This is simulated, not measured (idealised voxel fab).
Process module under the name voxel self aligned vias
Section shown: cut. Width: 275 nm. Cell size: 5 nm, square.
For the purposes of this document, a cross-section shall be understood as a grid of square cells, specified as bands listed in top-to-bottom order, each band consisting of one or more rows of cells. In this notation a band is specified by the heights of its top and bottom, in that order and in nm, after which its materials appear from left to right, each paired with its width in nm. The word "edge to edge" attached to a single material means that material fills the band from edge to edge; the word "empty" stands for empty space. Heights are measured from 0, the level below which the as-received wafer is all one material; the lowest band has no bottom and continues downward, written as in "from 0 down". Think of "30->40" as a width that walks from the first number to the second as you go down the band, top row to bottom row, taking equal-sized steps from row to row. The cross-section has no changed cell in any step marked "nothing altered". Heads up: "Entrapped void list" only lists the empty pockets with no open path to the top that are 8 cells or more, and it writes them as width x height at distance, distance from the left edge, in nm. That trailing text on a step's line, after the settings, is the simulator's own remark on the step. overlay nm, on a step with a mask: how far to the right of its planned place the mask lay; to the left if negative.

-- The steps planned for the process are as follows
1. RECEIVE,material Si
2. CONFORMAL_DEP,material SiO2,thk nm 10
3. CONFORMAL_DEP,material SiCN,thk nm 5
4. DIRECTIONAL_DEP,material SiO2,thk nm 20
5. MASKED_ETCH,tone open,mask id LINES,width nm 20,pitch nm 50,etch materials SiO2,depth nm 20,overlay nm 0
6. CONFORMAL_DEP,material TiN,thk nm 5
7. FILL_DEP,material W,thk nm 10
8. CMP,height nm 35
9. SELECTIVE_ETCH,etch materials W Ru TiN,depth nm 5
10. FILL_DEP,material SiN,thk nm 10
11. CMP,height nm 35
12. DIRECTIONAL_DEP,material SiO2,thk nm 15
13. PATTERN,tone open,mask id VIAS,material resist,width nm 30,thk nm 15,overlay nm 0
14. DIRECTIONAL_ETCH,etch materials SiO2,depth nm 15
15. DIRECTIONAL_ETCH,etch materials SiN,depth nm 10
16. STRIP,etch materials resist
17. CONFORMAL_DEP,material TiN,thk nm 5
18. FILL_DEP,material Ru,thk nm 5
19. CMP,height nm 50
20. CONFORMAL_DEP,material SiN,thk nm 5
Quick note for whoever runs this: the wafers start identical, but the depth nm at step 9 isn't the same across them. The plan just shows what the first wafer had.

-- Cross-section of the first incoming wafer of several, state after step 1
> from 0 down = Si edge to edge
> Entrapped void list: none

-- Post step 20, the closing step of the module: first of several wafers, cross-sectioned
> from 55 to 50 = SiN edge to edge
> from 50 to 40 = SiO2 95 nm / TiN 5 nm / Ru 20 nm / TiN 5 nm / SiO2 150 nm
> from 40 to 35 = SiO2 95 nm / TiN 10 nm / Ru 10 nm / TiN 10 nm / SiO2 150 nm
> from 35 to 30 = SiO2 100 nm / TiN 20 nm / SiO2 30 nm / SiN 20 nm / SiO2 105 nm
> from 30 to 20 = SiO2 100 nm / TiN 5 nm / W 10 nm / TiN 5 nm / SiO2 30 nm / TiN 5 nm / W 10 nm / TiN 5 nm / SiO2 105 nm
> from 20 to 15 = SiO2 100 nm / TiN 20 nm / SiO2 30 nm / TiN 20 nm / SiO2 105 nm
> from 15 to 10 = SiCN edge to edge
> from 10 to 0 = SiO2 edge to edge
> from 0 down = Si edge to edge
> Entrapped void list: none

-- Sectional view of the last wafer upon completion of the module
> from 55 to 50 = SiN edge to edge
> from 50 to 40 = SiO2 95 nm / TiN 5 nm / Ru 20 nm / TiN 5 nm / SiO2 150 nm
> from 40 to 35 = SiO2 95 nm / TiN 10 nm / Ru 10 nm / TiN 10 nm / SiO2 150 nm
> from 35 to 30 = SiO2 100 nm / TiN 5 nm / Ru 10 nm / TiN 5 nm / SiO2 30 nm / SiN 20 nm / SiO2 105 nm
> from 30 to 25 = SiO2 100 nm / TiN 20 nm / SiO2 30 nm / SiN 20 nm / SiO2 105 nm
> from 25 to 15 = SiO2 100 nm / SiN 20 nm / SiO2 30 nm / SiN 20 nm / SiO2 105 nm
> from 15 to 10 = SiCN edge to edge
> from 10 to 0 = SiO2 edge to edge
> from 0 down = Si edge to edge
> Entrapped void list: none

-- Each row below is a wafer at the end of the module, listing for every material the number of cells it has gained (+) or lost (-) since it was received, followed by its closed voids
depth nm 5, +10 Ru, +55 SiCN, +59 SiN, +445 SiO2, +28 TiN, +8 W, Entrapped void list: none
depth nm 10, +12 Ru, +55 SiCN, +63 SiN, +445 SiO2, +26 TiN, +4 W, Entrapped void list: none
depth nm 15, +12 Ru, +55 SiCN, +71 SiN, +445 SiO2, +22 TiN, Entrapped void list: none
depth nm 20, +12 Ru, +55 SiCN, +79 SiN, +445 SiO2, +14 TiN, Entrapped void list: none
depth nm 25, +12 Ru, +55 SiCN, +79 SiN, +445 SiO2, +14 TiN, Entrapped void list: none
